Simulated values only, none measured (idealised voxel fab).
Process module heading - voxel transistor to metal
The width of the displayed cross-section, cut, is 160 nm; its cells are square, with a size of 5 nm.
We lay out every cross-section as a grid of square cells and spell it out in bands from the top down, where one band means one or more rows of cells. What a band's entry tells you: where the top is and where the bottom is, as heights in nm, and after that what lies inside, material by material from left to right, each with its width in nm. Empty space is written as the word "blank", and a single material marked with the word "all across" occupies the band from edge to edge. For the purposes of this specification, 0 denotes the height below which the wafer in its as-received condition is composed wholly of one material, and the lowermost band, lacking a lower limit, extends downward without end, as expressed in "0 down". Top row gets the first number, bottom row gets the second, and each row in between changes by the same step: that is how a band width like "30..40" works. Reading "no modification" for a step: not a cell of the cross-section changed in it. Enclosed voids (no open way to top), threshold 8 cells or more, entry "Enclosed void listing", notation width x height at distance, distance from left edge, nm. Post-settings text on a step line: simulator's own remark regarding the step. Steps that use a mask can have "overlay nm" on their line. It says how far the mask sat to the right of where it was meant to be. Negative means to the left.

Listed below are the process steps as planned:
| 1 | RECEIVE | material Si |
| 2 | CONFORMAL_DEP | material SiO2 | thk nm 5 |
| 3 | CONFORMAL_DEP | material SiN | thk nm 15 |
| 4 | PATTERN | tone cover | mask id ACTIVE | material resist | width nm 95 | thk nm 15 | overlay nm 0 |
| 5 | DIRECTIONAL_ETCH | etch materials SiN | depth nm 15 |
| 6 | DIRECTIONAL_ETCH | etch materials SiO2 | depth nm 5 |
| 7 | DIRECTIONAL_ETCH | etch materials Si | depth nm 20 |
| 8 | STRIP | etch materials resist |
| 9 | FILL_DEP | material SiO2 | thk nm 15 |
| 10 | CMP | height nm 20 |
| 11 | SELECTIVE_ETCH | etch materials SiO2 | depth nm 10 |
| 12 | STRIP | etch materials SiN |
| 13 | SELECTIVE_ETCH | etch materials SiO2 | depth nm 5 |
| 14 | OXIDIZE | depth nm 5 |
| 15 | DIRECTIONAL_DEP | material polySi | thk nm 25 |
| 16 | DIRECTIONAL_DEP | material SiCN | thk nm 15 |
| 17 | PATTERN | tone cover | mask id GATE | material resist | width nm 25 | thk nm 15 | overlay nm 0 |
| 18 | DIRECTIONAL_ETCH | etch materials SiCN | depth nm 25 |
| 19 | DIRECTIONAL_ETCH | etch materials polySi | depth nm 35 |
| 20 | STRIP | etch materials resist |
| 21 | CONFORMAL_DEP | material SiO2 | thk nm 5 |
| 22 | DIRECTIONAL_ETCH | etch materials SiO2 | depth nm 5 |
| 23 | CONFORMAL_DEP | material SiN | thk nm 5 |
| 24 | DIRECTIONAL_ETCH | etch materials SiN | depth nm 5 |
| 25 | DIRECTIONAL_ETCH | etch materials SiO2 | depth nm 5 |
| 26 | DIRECTIONAL_ETCH | etch materials Si | depth nm 15 |
| 27 | EPI | material SiGe | thk nm 15 |
| 28 | FILL_DEP | material SiO2 | thk nm 5 |
| 29 | CMP | height nm 25 |
| 30 | STRIP | etch materials polySi |
| 31 | SELECTIVE_ETCH | etch materials SiO2 | depth nm 5 |
| 32 | CONFORMAL_DEP | material HfO2 | thk nm 5 |
| 33 | CONFORMAL_DEP | material TiN | thk nm 5 |
| 34 | FILL_DEP | material W | thk nm 5 |
| 35 | CMP | height nm 20 |
| 36 | DIRECTIONAL_DEP | material SiO2 | thk nm 15 |
| 37 | PATTERN | tone open | mask id CONTACT | material resist | width nm 15 | pitch nm 70 | thk nm 20 | overlay nm 0 |
| 38 | DIRECTIONAL_ETCH | etch materials SiO2 | depth nm 25 |
| 39 | STRIP | etch materials resist |
| 40 | CONFORMAL_DEP | material TiN | thk nm 5 |
| 41 | FILL_DEP | material Ru | thk nm 10 |
| 42 | CMP | height nm 35 |
| 43 | DIRECTIONAL_DEP | material TiN | thk nm 5 |
| 44 | DIRECTIONAL_DEP | material W | thk nm 25 |
| 45 | PATTERN | tone cover | mask id METAL_1 | material resist | width nm 15 | pitch nm 70 | thk nm 20 | overlay nm 0 |
| 46 | DIRECTIONAL_ETCH | etch materials W | depth nm 25 |
| 47 | DIRECTIONAL_ETCH | etch materials TiN | depth nm 5 |
| 48 | STRIP | etch materials resist |
| 49 | FILL_DEP | material SiO2 | thk nm 5 |
| 50 | CMP | height nm 65 |
| 51 | CONFORMAL_DEP | material SiCN | thk nm 5 |
| 52 | DIRECTIONAL_DEP | material SiO2 | thk nm 30 |
| 53 | PATTERN | tone open | mask id METAL_2 | material resist | width nm 15 | pitch nm 70 | thk nm 20 | overlay nm 0 |
| 54 | DIRECTIONAL_ETCH | etch materials SiO2 | depth nm 20 |
| 55 | STRIP | etch materials resist |
| 56 | MASKED_ETCH | tone open | mask id METAL_2_HOLES | width nm 15 | pitch nm 70 | etch materials SiO2 | depth nm 10 | overlay nm 0 |
| 57 | MASKED_ETCH | tone open | mask id METAL_2_HOLES | width nm 15 | pitch nm 70 | etch materials SiCN | depth nm 5 | overlay nm 0 |
| 58 | CONFORMAL_DEP | material TiN | thk nm 5 |
| 59 | FILL_DEP | material Ru | thk nm 5 |
| 60 | CMP | height nm 100 |
| 61 | CONFORMAL_DEP | material SiCN | thk nm 5 |

Incoming wafer, cross-sectional view, post step 1:
- 0 down | Si all across
- Enclosed void listing: none

Cross-section, first of two wafers, end of module, run as planned:
- 105 to 100 | SiCN all across
- 100 to 70 | SiO2: 35 | TiN: 5 | Ru: 5 | TiN: 5 | SiO2: 55 | TiN: 5 | Ru: 5 | TiN: 5 | SiO2: 40
- 70 to 65 | SiCN: 35 | TiN: 15 | SiCN: 55 | TiN: 15 | SiCN: 40
- 65 to 40 | SiO2: 35 | W: 15 | SiO2: 55 | W: 15 | SiO2: 40
- 40 to 35 | SiO2: 35 | TiN: 15 | SiO2: 55 | TiN: 15 | SiO2: 40
- 35 to 20 | SiO2: 35 | TiN: 5 | Ru: 5 | TiN: 5 | SiO2: 55 | TiN: 5 | Ru: 5 | TiN: 5 | SiO2: 40
- 20 to 15 | SiO2: 35 | TiN: 5 | Ru: 5 | TiN: 5 | SiO2: 5 | SiN: 5 | HfO2: 5 | TiN: 5 | W: 15 | TiN: 5 | HfO2: 5 | SiN: 5 | SiO2: 5 | TiN: 5 | Ru: 5 | TiN: 5 | SiO2: 40
- 15 to 10 | SiO2: 35 | TiN: 15 | SiO2: 5 | SiN: 5 | HfO2: 5 | TiN: 5 | W: 15 | TiN: 5 | HfO2: 5 | SiN: 5 | SiO2: 5 | TiN: 15 | SiO2: 40
- 10 to 5 | SiO2: 30 | SiGe: 25 | SiN: 5 | HfO2: 5 | TiN: 5 | W: 15 | TiN: 5 | HfO2: 5 | SiN: 5 | SiGe: 25 | SiO2: 35
- 5 to 0 | SiO2: 30 | SiN: 5 | SiGe: 20 | SiN: 5 | HfO2: 5 | TiN: 25 | HfO2: 5 | SiN: 5 | SiGe: 20 | SiN: 5 | SiO2: 35
- 0 to -5 | SiO2: 35 | SiGe: 20 | SiO2: 5 | HfO2: 35 | SiO2: 5 | SiGe: 20 | SiO2: 40
- -5 to -20 | SiO2: 30 | Si: 5 | SiGe: 20 | Si: 45 | SiGe: 20 | Si: 5 | SiO2: 35
- -20 down | Si all across
- Enclosed void listing: none

Same start, same plan as the first wafer - but one mistake in the run. Cross-section of the second of the two at the end of the module:
- 105 to 100 | SiCN all across
- 100 to 70 | SiO2: 35 | SiN: 5 | Ru: 5 | SiN: 5 | SiO2: 55 | SiN: 5 | Ru: 5 | SiN: 5 | SiO2: 40
- 70 to 65 | SiCN: 35 | SiN: 15 | SiCN: 55 | SiN: 15 | SiCN: 40
- 65 to 40 | SiO2: 35 | W: 15 | SiO2: 55 | W: 15 | SiO2: 40
- 40 to 35 | SiO2: 35 | TiN: 15 | SiO2: 55 | TiN: 15 | SiO2: 40
- 35 to 20 | SiO2: 35 | TiN: 5 | Ru: 5 | TiN: 5 | SiO2: 55 | TiN: 5 | Ru: 5 | TiN: 5 | SiO2: 40
- 20 to 15 | SiO2: 35 | TiN: 5 | Ru: 5 | TiN: 5 | SiO2: 5 | SiN: 5 | HfO2: 5 | TiN: 5 | W: 15 | TiN: 5 | HfO2: 5 | SiN: 5 | SiO2: 5 | TiN: 5 | Ru: 5 | TiN: 5 | SiO2: 40
- 15 to 10 | SiO2: 35 | TiN: 15 | SiO2: 5 | SiN: 5 | HfO2: 5 | TiN: 5 | W: 15 | TiN: 5 | HfO2: 5 | SiN: 5 | SiO2: 5 | TiN: 15 | SiO2: 40
- 10 to 5 | SiO2: 30 | SiGe: 25 | SiN: 5 | HfO2: 5 | TiN: 5 | W: 15 | TiN: 5 | HfO2: 5 | SiN: 5 | SiGe: 25 | SiO2: 35
- 5 to 0 | SiO2: 30 | SiN: 5 | SiGe: 20 | SiN: 5 | HfO2: 5 | TiN: 25 | HfO2: 5 | SiN: 5 | SiGe: 20 | SiN: 5 | SiO2: 35
- 0 to -5 | SiO2: 35 | SiGe: 20 | SiO2: 5 | HfO2: 35 | SiO2: 5 | SiGe: 20 | SiO2: 40
- -5 to -20 | SiO2: 30 | Si: 5 | SiGe: 20 | Si: 45 | SiGe: 20 | Si: 5 | SiO2: 35
- -20 down | Si all across
- Enclosed void listing: none
Against the plan, the run slipped here: note that step 58 departed from the planned setting and was carried out as CONFORMAL_DEP | material SiN | thk nm 5
Looking at both finished wafers in cells, the second ends up ahead of or behind the first on some materials: 30 more of SiN | 30 fewer of TiN
